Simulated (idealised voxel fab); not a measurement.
process module | voxel trench capacitor
cross-section cut | 265 nm wide | cells 5 nm
A cross-section is a grid of square cells, given in bands from the top down. A band is one or more rows of cells.
Each band's line starts with the height of the band's top and of its bottom, in nm. Then come its materials from left to right, each with its width in nm. One material with "throughout" fills the band from edge to edge. "air" is empty space.
Height 0 is the level under which the wafer as received is all one material. The lowest band goes on downwards, as in "0 down".
A width such as "30 to 40" changes by the same amount from each row of cells to the next, from the band's top row to its bottom row.
"no change" after a step means that no cell of the cross-section changed.
closed voids: empty space of 8 cells or more with no open way to the top, each as width x height at its distance from the left edge, in nm
after a step's settings: what the simulator itself notes on the step
overlay nm, on a step with a mask: how far to the right of its planned place the mask lay; to the left if negative
plan
1 op RECEIVE | material Si
2 op CONFORMAL_DEP | material SiN | thk nm 5
3 op DIRECTIONAL_DEP | material aC | thk nm 10
4 op PATTERN | tone open | mask id TRENCH | material resist | width nm 30 | pitch nm 60 | thk nm 30 | overlay nm 0
5 op DIRECTIONAL_ETCH | etch materials aC | depth nm 10
6 op STRIP | etch materials resist
7 op DIRECTIONAL_ETCH | etch materials SiN | depth nm 5
8 op DIRECTIONAL_ETCH | etch materials Si | depth nm 40
9 op STRIP | etch materials aC
10 op CONFORMAL_DEP | material HfO2 | thk nm 5
11 op CONFORMAL_DEP | material TiN | thk nm 5
12 op FILL_DEP | material W | thk nm 5
13 op CMP | height nm 5
as received, after step 1
  0 down: Si throughout
  closed voids: none
first wafer at the end, as planned
  5 to 0: SiN 85 | HfO2 5 | TiN 5 | W 10 | TiN 5 | HfO2 5 | SiN 30 | HfO2 5 | TiN 5 | W 10 | TiN 5 | HfO2 5 | SiN 90
  0 to -30: Si 85 | HfO2 5 | TiN 5 | W 10 | TiN 5 | HfO2 5 | Si 30 | HfO2 5 | TiN 5 | W 10 | TiN 5 | HfO2 5 | Si 90
  -30 to -35: Si 85 | HfO2 5 | TiN 20 | HfO2 5 | Si 30 | HfO2 5 | TiN 20 | HfO2 5 | Si 90
  -35 to -40: Si 85 | HfO2 30 | Si 30 | HfO2 30 | Si 90
  -40 down: Si throughout
  closed voids: none
second wafer at the end: like start, like plan, one mistake
  5 to 0: SiN 85 | HfO2 5 | TiN 5 | W 10 | TiN 5 | HfO2 5 | SiN 30 | HfO2 5 | TiN 5 | W 10 | TiN 5 | HfO2 5 | SiN 90
  0 to -70: Si 85 | HfO2 5 | TiN 5 | W 10 | TiN 5 | HfO2 5 | Si 30 | HfO2 5 | TiN 5 | W 10 | TiN 5 | HfO2 5 | Si 90
  -70 to -75: Si 85 | HfO2 5 | TiN 20 | HfO2 5 | Si 30 | HfO2 5 | TiN 20 | HfO2 5 | Si 90
  -75 to -80: Si 85 | HfO2 30 | Si 30 | HfO2 30 | Si 90
  -80 down: Si throughout
  closed voids: none
what went wrong: step 8 was run twice
at the end the second wafer has, in cells: 32 more of HfO2 | 96 fewer of Si | 32 more of TiN | 32 more of W
